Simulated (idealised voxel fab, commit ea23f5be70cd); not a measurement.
process module | voxel self aligned contacts
In the cross-section labelled cut, the width is 225 nm and each square cell is 5 nm.
Just so we're on the same page, the cross-sections are grids of square cells, and they're listed out in bands top to bottom, each band one or more rows deep. What a band's entry tells you: where the top is and where the bottom is, as heights in nm, and after that what lies inside, material by material from left to right, each with its width in nm. Empty space is written as the word "blank", and a single material marked with the word "all across" occupies the band from edge to edge. Heights are reckoned from 0. Under this level, the received wafer is all of one material. The bottommost band is open-ended downward, for example "0 and below". When a width is written as two numbers, as in "30..40", the first number is the width in the top row of cells of the band and the second is the width in its bottom row, and the width changes by the same amount from each row to the next. "no modifications", as given for a step, is the statement that not any cell of the cross-section underwent a change during that step. Any empty space of 8 cells or more lacking an open way to the top shows up in "Closed-off voids" as width x height at distance, distance from the left edge, in nm. Anything after a step's settings on that line? It's the simulator's own note about the step. The "overlay nm" setting may appear on a step's line; for a step that uses a mask, it gives how far to the right of its planned position the mask lay, and a negative value indicates the left.

Process steps (planned):
1. RECEIVE, material Si
2. OXIDIZE, depth nm 5
3. DIRECTIONAL_DEP, material polySi, thk nm 30
4. DIRECTIONAL_DEP, material SiN, thk nm 25
5. MASKED_ETCH, tone cover, mask id GATE, width nm 30, pitch nm 75, etch materials SiN, depth nm 25, overlay nm 0
6. MASKED_ETCH, tone cover, mask id GATE, width nm 30, pitch nm 75, etch materials polySi, depth nm 30, overlay nm 0
7. CONFORMAL_DEP, material SiN, thk nm 10
8. DIRECTIONAL_ETCH, etch materials SiN, depth nm 10
9. FILL_DEP, material SiO2, thk nm 10
10. CMP, height nm 60
11. PATTERN, tone open, mask id CONTACT, material resist, width nm 55, pitch nm 75, thk nm 15, overlay nm 0
12. DIRECTIONAL_ETCH, etch materials SiO2, depth nm 65
13. STRIP, etch materials resist
14. CONFORMAL_DEP, material TiN, thk nm 5
15. FILL_DEP, material Ru, thk nm 5
16. CMP, height nm 60
17. CONFORMAL_DEP, material SiCN, thk nm 5

The first wafer of two, processed as planned:

Incoming wafer, cross-sectional view, post step 1:
> 0 and below: Si all across
> Closed-off voids: none

Wafer section view after processing step 2:
> 0 down to -5: SiO2 all across
> Below -5, no change.

Wafer section view after processing step 3:
> 30 down to 0: polySi all across
> Below 0, no change.

Wafer section view after processing step 4:
> 55 down to 30: SiN all across
> Below 30, no change.

Wafer section view after processing step 5:
> 55 down to 30: blank (20) / SiN (30) / blank (45) / SiN (30) / blank (45) / SiN (30) / blank (25)
> Below 30, no change.

Wafer section view after processing step 6:
> 55 down to 30: blank (20) / SiN (30) / blank (45) / SiN (30) / blank (45) / SiN (30) / blank (25)
> 30 down to 0: blank (20) / polySi (30) / blank (45) / polySi (30) / blank (45) / polySi (30) / blank (25)
> Below 0, no change.

Wafer section view after processing step 7:
> 65 down to 30: blank (10) / SiN (50) / blank (25) / SiN (50) / blank (25) / SiN (50) / blank (15)
> 30 down to 10: blank (10) / SiN (10) / polySi (30) / SiN (10) / blank (25) / SiN (10) / polySi (30) / SiN (10) / blank (25) / SiN (10) / polySi (30) / SiN (10) / blank (15)
> 10 down to 0: SiN (20) / polySi (30) / SiN (45) / polySi (30) / SiN (45) / polySi (30) / SiN (25)
> Below 0, no change.

Wafer section view after processing step 8:
> 55 down to 30: blank (10) / SiN (50) / blank (25) / SiN (50) / blank (25) / SiN (50) / blank (15)
> 30 down to 0: blank (10) / SiN (10) / polySi (30) / SiN (10) / blank (25) / SiN (10) / polySi (30) / SiN (10) / blank (25) / SiN (10) / polySi (30) / SiN (10) / blank (15)
> Below 0, no change.

Wafer section view after processing step 9:
> 65 down to 55: SiO2 all across
> 55 down to 30: SiO2 (10) / SiN (50) / SiO2 (25) / SiN (50) / SiO2 (25) / SiN (50) / SiO2 (15)
> 30 down to 0: SiO2 (10) / SiN (10) / polySi (30) / SiN (10) / SiO2 (25) / SiN (10) / polySi (30) / SiN (10) / SiO2 (25) / SiN (10) / polySi (30) / SiN (10) / SiO2 (15)
> Below 0, no change.

Wafer section view after processing step 10:
> 60 down to 55: SiO2 all across
> Below 55, no change.

Wafer section view after processing step 11:
> 75 down to 60: resist (45) / blank (55) / resist (20) / blank (55) / resist (50)
> Below 60, no change.

Wafer section view after processing step 12:
> 75 down to 60: resist (45) / blank (55) / resist (20) / blank (55) / resist (50)
> 60 down to 55: SiO2 (45) / blank (55) / SiO2 (20) / blank (55) / SiO2 (50)
> 55 down to 30: SiO2 (10) / SiN (50) / blank (25) / SiN (50) / blank (25) / SiN (50) / SiO2 (15)
> 30 down to 0: SiO2 (10) / SiN (10) / polySi (30) / SiN (10) / blank (25) / SiN (10) / polySi (30) / SiN (10) / blank (25) / SiN (10) / polySi (30) / SiN (10) / SiO2 (15)
> 0 down to -5: SiO2 (60) / blank (25) / SiO2 (50) / blank (25) / SiO2 (65)
> Below -5, no change.

Wafer section view after processing step 13:
> 60 down to 55: SiO2 (45) / blank (55) / SiO2 (20) / blank (55) / SiO2 (50)
> Below 55, no change.

Wafer section view after processing step 14:
> 65 down to 60: TiN (50) / blank (45) / TiN (30) / blank (45) / TiN (55)
> 60 down to 55: SiO2 (45) / TiN (20) / blank (15) / TiN (20) / SiO2 (20) / TiN (20) / blank (15) / TiN (20) / SiO2 (50)
> 55 down to 30: SiO2 (10) / SiN (50) / TiN (5) / blank (15) / TiN (5) / SiN (50) / TiN (5) / blank (15) / TiN (5) / SiN (50) / SiO2 (15)
> 30 down to 0: SiO2 (10) / SiN (10) / polySi (30) / SiN (10) / TiN (5) / blank (15) / TiN (5) / SiN (10) / polySi (30) / SiN (10) / TiN (5) / blank (15) / TiN (5) / SiN (10) / polySi (30) / SiN (10) / SiO2 (15)
> 0 down to -5: SiO2 (60) / TiN (25) / SiO2 (50) / TiN (25) / SiO2 (65)
> Below -5, no change.

Wafer section view after processing step 15:
> 70 down to 65: Ru all across
> 65 down to 60: TiN (50) / Ru (45) / TiN (30) / Ru (45) / TiN (55)
> 60 down to 55: SiO2 (45) / TiN (20) / Ru (15) / TiN (20) / SiO2 (20) / TiN (20) / Ru (15) / TiN (20) / SiO2 (50)
> 55 down to 30: SiO2 (10) / SiN (50) / TiN (5) / Ru (15) / TiN (5) / SiN (50) / TiN (5) / Ru (15) / TiN (5) / SiN (50) / SiO2 (15)
> 30 down to 0: SiO2 (10) / SiN (10) / polySi (30) / SiN (10) / TiN (5) / Ru (15) / TiN (5) / SiN (10) / polySi (30) / SiN (10) / TiN (5) / Ru (15) / TiN (5) / SiN (10) / polySi (30) / SiN (10) / SiO2 (15)
> Below 0, no change.

Wafer section view after processing step 16:
> 60 down to 55: SiO2 (45) / TiN (20) / Ru (15) / TiN (20) / SiO2 (20) / TiN (20) / Ru (15) / TiN (20) / SiO2 (50)
> Below 55, no change.

Wafer section view after processing step 17:
> 65 down to 60: SiCN all across
> Below 60, no change.

Wafer two. Same start, same plan, one slip in execution. Same as wafer one through step 10, inclusive:

What the second wafer looks like in cross-section when step 11 should have wrapped up:
> 75 down to 60: resist (50) / blank (55) / resist (20) / blank (55) / resist (45)
> Below 60, no change.

What the second wafer looks like in cross-section when step 12 should have wrapped up:
> 75 down to 60: resist (50) / blank (55) / resist (20) / blank (55) / resist (45)
> 60 down to 55: SiO2 (50) / blank (55) / SiO2 (20) / blank (55) / SiO2 (45)
> 55 down to 30: SiO2 (10) / SiN (50) / blank (25) / SiN (50) / blank (25) / SiN (50) / SiO2 (15)
> 30 down to 0: SiO2 (10) / SiN (10) / polySi (30) / SiN (10) / blank (25) / SiN (10) / polySi (30) / SiN (10) / blank (25) / SiN (10) / polySi (30) / SiN (10) / SiO2 (15)
> 0 down to -5: SiO2 (60) / blank (25) / SiO2 (50) / blank (25) / SiO2 (65)
> Below -5, no change.

What the second wafer looks like in cross-section when step 13 should have wrapped up:
> 60 down to 55: SiO2 (50) / blank (55) / SiO2 (20) / blank (55) / SiO2 (45)
> Below 55, no change.

What the second wafer looks like in cross-section when step 14 should have wrapped up:
> 65 down to 60: TiN (55) / blank (45) / TiN (30) / blank (45) / TiN (50)
> 60 down to 55: SiO2 (50) / TiN (15) / blank (15) / TiN (25) / SiO2 (20) / TiN (15) / blank (15) / TiN (25) / SiO2 (45)
> 55 down to 30: SiO2 (10) / SiN (50) / TiN (5) / blank (15) / TiN (5) / SiN (50) / TiN (5) / blank (15) / TiN (5) / SiN (50) / SiO2 (15)
> 30 down to 0: SiO2 (10) / SiN (10) / polySi (30) / SiN (10) / TiN (5) / blank (15) / TiN (5) / SiN (10) / polySi (30) / SiN (10) / TiN (5) / blank (15) / TiN (5) / SiN (10) / polySi (30) / SiN (10) / SiO2 (15)
> 0 down to -5: SiO2 (60) / TiN (25) / SiO2 (50) / TiN (25) / SiO2 (65)
> Below -5, no change.

What the second wafer looks like in cross-section when step 15 should have wrapped up:
> 70 down to 65: Ru all across
> 65 down to 60: TiN (55) / Ru (45) / TiN (30) / Ru (45) / TiN (50)
> 60 down to 55: SiO2 (50) / TiN (15) / Ru (15) / TiN (25) / SiO2 (20) / TiN (15) / Ru (15) / TiN (25) / SiO2 (45)
> 55 down to 30: SiO2 (10) / SiN (50) / TiN (5) / Ru (15) / TiN (5) / SiN (50) / TiN (5) / Ru (15) / TiN (5) / SiN (50) / SiO2 (15)
> 30 down to 0: SiO2 (10) / SiN (10) / polySi (30) / SiN (10) / TiN (5) / Ru (15) / TiN (5) / SiN (10) / polySi (30) / SiN (10) / TiN (5) / Ru (15) / TiN (5) / SiN (10) / polySi (30) / SiN (10) / SiO2 (15)
> Below 0, no change.

What the second wafer looks like in cross-section when step 16 should have wrapped up:
> 60 down to 55: SiO2 (50) / TiN (15) / Ru (15) / TiN (25) / SiO2 (20) / TiN (15) / Ru (15) / TiN (25) / SiO2 (45)
> Below 55, no change.

What the second wafer looks like in cross-section when step 17 should have wrapped up:
> 65 down to 60: SiCN all across
> Below 60, no change.
Deviation from plan: note that step 11 departed from the planned setting and was carried out as PATTERN, tone open, mask id CONTACT, material resist, width nm 55, pitch nm 75, thk nm 15, overlay nm 5
at the end the second wafer has, in cells: as many of each material as the first, in other places
